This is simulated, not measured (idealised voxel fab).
Process module, titled voxel spacer lines
Cross-section cut spans 295 nm and uses square cells 5 nm in size.
In this document a cross-section is written as a grid of square cells. It is given as a series of bands, listed from the top down, and a band is one or more rows of cells. Per band: top height and bottom height in nm, followed by the left-to-right materials and their widths in nm; "full width" marks a single material spanning edge to edge, "air" marks empty space. Height 0 is the level under which the wafer as received is all one material. The lowest band goes on downwards, as in "0..down". When a width is written as two numbers, as in "30->40", the first number is the width in the top row of cells of the band and the second is the width in its bottom row, and the width changes by the same amount from each row to the next. Step marked "remained the same"? Then no cell in the cross-section changed in it. Empty spaces counting at least 8 cells and having no open way to the top are listed in "Closed void register". The notation width x height at distance is used for each, the distance being from the left edge and all three values in nm. Text after the settings on a step's line: the simulator's own remark on that step. overlay nm, on a step with a mask: how far to the right of its planned place the mask lay; to the left if negative.

## Process steps foreseen in the plan
1) RECEIVE | material Si
2) CONFORMAL_DEP | material SiO2 | thk nm 5
3) DIRECTIONAL_DEP | material W | thk nm 15
4) DIRECTIONAL_DEP | material polySi | thk nm 20
5) PATTERN | tone cover | mask id MANDREL | material resist | width nm 15 | pitch nm 60 | thk nm 25 | overlay nm 0
6) DIRECTIONAL_ETCH | etch materials polySi | depth nm 20
7) STRIP | etch materials resist
8) CONFORMAL_DEP | material SiN | thk nm 15
9) DIRECTIONAL_ETCH | etch materials SiN | depth nm 15
10) STRIP | etch materials polySi
11) DIRECTIONAL_ETCH | etch materials W | depth nm 15
12) STRIP | etch materials SiN

## Shown in cross-section is the wafer as received, that is, as it stands after step 1
0..down  Si full width
Closed void register: none

## End-of-module cross-section of the first of two wafers, processed as planned
20..5  air: 65 | W: 15 | air: 15 | W: 15 | air: 15 | W: 15 | air: 15 | W: 15 | air: 15 | W: 15 | air: 15 | W: 15 | air: 65
5..0  SiO2 full width
0..down  Si full width
Closed void register: none

## Cross-sectional image of the second wafer of the two following completion of the module. Starting state and process plan were the same as for the first wafer; one execution error occurred
20..5  air: 80 | W: 15 | air: 45 | W: 15 | air: 45 | W: 15 | air: 80
5..0  SiO2 full width
0..down  Si full width
Closed void register: none
Plan not followed: for step 5, the planned setting was not used; the step was instead run as PATTERN | tone open | mask id MANDREL | material resist | width nm 15 | pitch nm 60 | thk nm 25 | overlay nm 0
Final difference in cells, second wafer against first, listed per material as more or fewer: W -27
